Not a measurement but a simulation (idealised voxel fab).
process module | voxel ribs on slabs
cross-section cut | 200 nm wide | cells 5 nm
A cross-section is a grid of square cells, given in bands from the top down. A band is one or more rows of cells.
Each band's line starts with the height of the band's top and of its bottom, in nm. Then come its materials from left to right, each with its width in nm. One material with "throughout" fills the band from edge to edge. "air" is empty space.
Height 0 is the level under which the wafer as received is all one material. The lowest band goes on downwards, as in "0 down".
A width such as "30 to 40" changes by the same amount from each row of cells to the next, from the band's top row to its bottom row.
"no change" after a step means that no cell of the cross-section changed.
closed voids: empty space of 8 cells or more with no open way to the top, each as width x height at its distance from the left edge, in nm
after a step's settings: what the simulator itself notes on the step
overlay nm, on a step with a mask: how far to the right of its planned place the mask lay; to the left if negative
plan
1 op RECEIVE | material Si
2 op DIRECTIONAL_DEP | material SiO2 | thk nm 30
3 op DIRECTIONAL_DEP | material polySi | thk nm 15
4 op MASKED_ETCH | tone cover | mask id RIB | width nm 15 | etch materials polySi | depth nm 10 | overlay nm 0
5 op PATTERN | tone cover | mask id SLAB | material resist | width nm 55 | thk nm 15 | overlay nm 0
6 op DIRECTIONAL_ETCH | etch materials polySi | depth nm 5
7 op STRIP | etch materials resist
8 op FILL_DEP | material SiO2 | thk nm 20
9 op CMP | height nm 55
10 op DIRECTIONAL_DEP | material W | thk nm 5
11 op MASKED_ETCH | tone cover | mask id HEATER | width nm 25 | etch materials W | depth nm 5 | overlay nm 0
12 op CONFORMAL_DEP | material SiN | thk nm 5
as received, after step 1
  0 down: Si throughout
  closed voids: none
a wafer at the end: this start, this plan, one mistake
  65 to 60: air 85 | SiN 25 | air 90
  60 to 55: SiN 90 | W 15 | SiN 95
  55 to 45: SiO2 throughout
  45 to 35: SiO2 90 | polySi 15 | SiO2 95
  35 to 30: SiO2 70 | polySi 55 | SiO2 75
  30 to 0: SiO2 throughout
  0 down: Si throughout
  closed voids: none
what went wrong: step 11 ran as: op MASKED_ETCH | tone cover | mask id HEATER | width nm 15 | etch materials W | depth nm 5 | overlay nm 0
